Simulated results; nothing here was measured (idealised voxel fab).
process module | voxel ribs on slabs
Square cell edge 5 nm, section width 155 nm, ID cut.
When this document writes out a cross-section, it uses a grid of square cells and lists it as bands, beginning at the top and moving down, with a band standing for one or more rows of cells. Band: top height; bottom height; in nm. Then, left to right: material with width in nm, for each material. "full width": a single material spanning edge to edge. "empty": empty space. We count height from 0. Below that, the starting wafer is all one material. The lowest band never ends at the bottom but goes on down; see "from 0 down" for how that is written. A two-number width, for instance "30..40", indicates that the width is equal to the first number in the top row of the band and to the second number in the bottom row, and that it changes by a constant amount per row of cells. Basically "stayed the same" means that step didn't change any cell in the cross-section. Listed in "Enclosed void inventory": every empty space of 8 or more cells without an open way to the top. Form: width x height at distance, the distance being from the left edge, all in nm. Anything after a step's settings on that line? It's the simulator's own note about the step. If you see "overlay nm" on a step's line and that step has a mask, it's telling you how far right of where it was planned the mask ended up; a negative number means it went left instead.

**These are the steps we planned for the process**
1: RECEIVE, material Si
2: DIRECTIONAL_DEP, material SiO2, thk nm 20
3: DIRECTIONAL_DEP, material SiN, thk nm 15
4: DIRECTIONAL_DEP, material aC, thk nm 10
5: PATTERN, tone cover, mask id RIB, material resist, width nm 30, thk nm 30, overlay nm 0
6: DIRECTIONAL_ETCH, etch materials aC, depth nm 10
7: STRIP, etch materials resist
8: DIRECTIONAL_ETCH, etch materials SiN, depth nm 10
9: STRIP, etch materials aC
10: DIRECTIONAL_DEP, material aC, thk nm 15
11: PATTERN, tone cover, mask id SLAB, material resist, width nm 90, thk nm 35, overlay nm 0
12: DIRECTIONAL_ETCH, etch materials aC, depth nm 15
13: STRIP, etch materials resist
14: DIRECTIONAL_ETCH, etch materials SiN, depth nm 5
15: STRIP, etch materials aC
16: FILL_DEP, material SiO2, thk nm 25
17: CMP, height nm 50
18: DIRECTIONAL_DEP, material W, thk nm 10
19: DIRECTIONAL_DEP, material aC, thk nm 15
20: PATTERN, tone cover, mask id HEATER, material resist, width nm 40, thk nm 35, overlay nm -15
21: DIRECTIONAL_ETCH, etch materials aC, depth nm 15
22: STRIP, etch materials resist
23: DIRECTIONAL_ETCH, etch materials W, depth nm 10
24: STRIP, etch materials aC
25: CONFORMAL_DEP, material SiN, thk nm 10
The plan's step 20 overlay nm is the first wafer's value; the wafers differ in this setting and start identical.

**Received wafers, first of several: cross-section after step 1**
from 0 down  Si full width
Enclosed void inventory: none

**Take a look at the first of several wafers in cross-section: the module is done, and step 25 was its last step**
from 70 to 60  empty (30) / SiN (60) / empty (65)
from 60 to 50  SiN (40) / W (40) / SiN (75)
from 50 to 35  SiO2 full width
from 35 to 25  SiO2 (60) / SiN (30) / SiO2 (65)
from 25 to 20  SiO2 (30) / SiN (90) / SiO2 (35)
from 20 to 0  SiO2 full width
from 0 down  Si full width
Enclosed void inventory: none

**Cross-section at module completion, last wafer**
from 70 to 60  empty (60) / SiN (60) / empty (35)
from 60 to 50  SiN (70) / W (40) / SiN (45)
from 50 to 35  SiO2 full width
from 35 to 25  SiO2 (60) / SiN (30) / SiO2 (65)
from 25 to 20  SiO2 (30) / SiN (90) / SiO2 (35)
from 20 to 0  SiO2 full width
from 0 down  Si full width
Enclosed void inventory: none

**Every row in this table is a wafer at the end of the module, and it gives, for each of the materials, the cells that wafer has gained (+) or lost (-) since it was received, then its closed voids**
overlay nm -15, +100 SiN, +280 SiO2, +16 W, Enclosed void inventory: none
overlay nm -10, +100 SiN, +280 SiO2, +16 W, Enclosed void inventory: none
overlay nm -5, +100 SiN, +280 SiO2, +16 W, Enclosed void inventory: none
overlay nm 0, +100 SiN, +280 SiO2, +16 W, Enclosed void inventory: none
overlay nm 5, +100 SiN, +280 SiO2, +16 W, Enclosed void inventory: none
overlay nm 10, +100 SiN, +280 SiO2, +16 W, Enclosed void inventory: none
overlay nm 15, +100 SiN, +280 SiO2, +16 W, Enclosed void inventory: none
